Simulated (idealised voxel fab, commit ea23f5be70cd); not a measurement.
process module | voxel self aligned contacts
cross-section cut | 205 nm wide | cells 5 nm
A cross-section is a grid of square cells, given in bands from the top down. A band is one or more rows of cells.
Each band's line starts with the height of the band's top and of its bottom, in nm. Then come its materials from left to right, each with its width in nm. One material with "throughout" fills the band from edge to edge. "air" is empty space.
Height 0 is the level under which the wafer as received is all one material. The lowest band goes on downwards, as in "0 down".
A width such as "30 to 40" changes by the same amount from each row of cells to the next, from the band's top row to its bottom row.
"no change" after a step means that no cell of the cross-section changed.
closed voids: empty space of 8 cells or more with no open way to the top, each as width x height at its distance from the left edge, in nm
after a step's settings: what the simulator itself notes on the step
overlay nm, on a step with a mask: how far to the right of its planned place the mask lay; to the left if negative
plan
1 op RECEIVE | material Si
2 op OXIDIZE | depth nm 5
3 op DIRECTIONAL_DEP | material polySi | thk nm 20
4 op DIRECTIONAL_DEP | material SiN | thk nm 15
5 op DIRECTIONAL_DEP | material aC | thk nm 10
6 op PATTERN | tone cover | mask id GATE | material resist | width nm 30 | pitch nm 55 | thk nm 25 | overlay nm -15
7 op DIRECTIONAL_ETCH | etch materials aC | depth nm 10
8 op STRIP | etch materials resist
9 op DIRECTIONAL_ETCH | etch materials SiN | depth nm 15
10 op DIRECTIONAL_ETCH | etch materials polySi | depth nm 20
11 op STRIP | etch materials aC
12 op CONFORMAL_DEP | material SiN | thk nm 5
13 op DIRECTIONAL_ETCH | etch materials SiN | depth nm 5
14 op FILL_DEP | material SiO2 | thk nm 15
15 op CMP | height nm 40
16 op DIRECTIONAL_DEP | material aC | thk nm 10
17 op PATTERN | tone open | mask id CONTACT | material resist | width nm 35 | pitch nm 55 | thk nm 30 | overlay nm 0
18 op DIRECTIONAL_ETCH | etch materials aC | depth nm 10
19 op STRIP | etch materials resist
20 op DIRECTIONAL_ETCH | etch materials SiO2 | depth nm 45
21 op STRIP | etch materials aC
22 op CONFORMAL_DEP | material TiN | thk nm 5
23 op FILL_DEP | material Ru | thk nm 10
24 op CMP | height nm 40
25 op CONFORMAL_DEP | material SiN | thk nm 5
varied across the wafers: overlay nm of step 6. The plan shows the first wafer's value. All wafers start alike
first wafer as received, after step 1
  0 down: Si throughout
  closed voids: none
each wafer at the end: cells of each material gained (+) or lost (-) since it was received, then its closed voids
overlay nm -15 | -41 Si | +137 SiN | +155 SiO2 | +46 TiN | +72 polySi | closed voids: none
overlay nm -10 | +16 Ru | -41 Si | +137 SiN | +139 SiO2 | +46 TiN | +72 polySi | closed voids: none
overlay nm -5 | +16 Ru | -41 Si | +137 SiN | +139 SiO2 | +46 TiN | +72 polySi | closed voids: none
overlay nm 0 | +16 Ru | -41 Si | +137 SiN | +139 SiO2 | +46 TiN | +72 polySi | closed voids: none
overlay nm 5 | +16 Ru | -41 Si | +137 SiN | +139 SiO2 | +46 TiN | +72 polySi | closed voids: none
overlay nm 10 | +16 Ru | -41 Si | +137 SiN | +139 SiO2 | +46 TiN | +72 polySi | closed voids: none
overlay nm 15 | -41 Si | +137 SiN | +155 SiO2 | +46 TiN | +72 polySi | closed voids: none
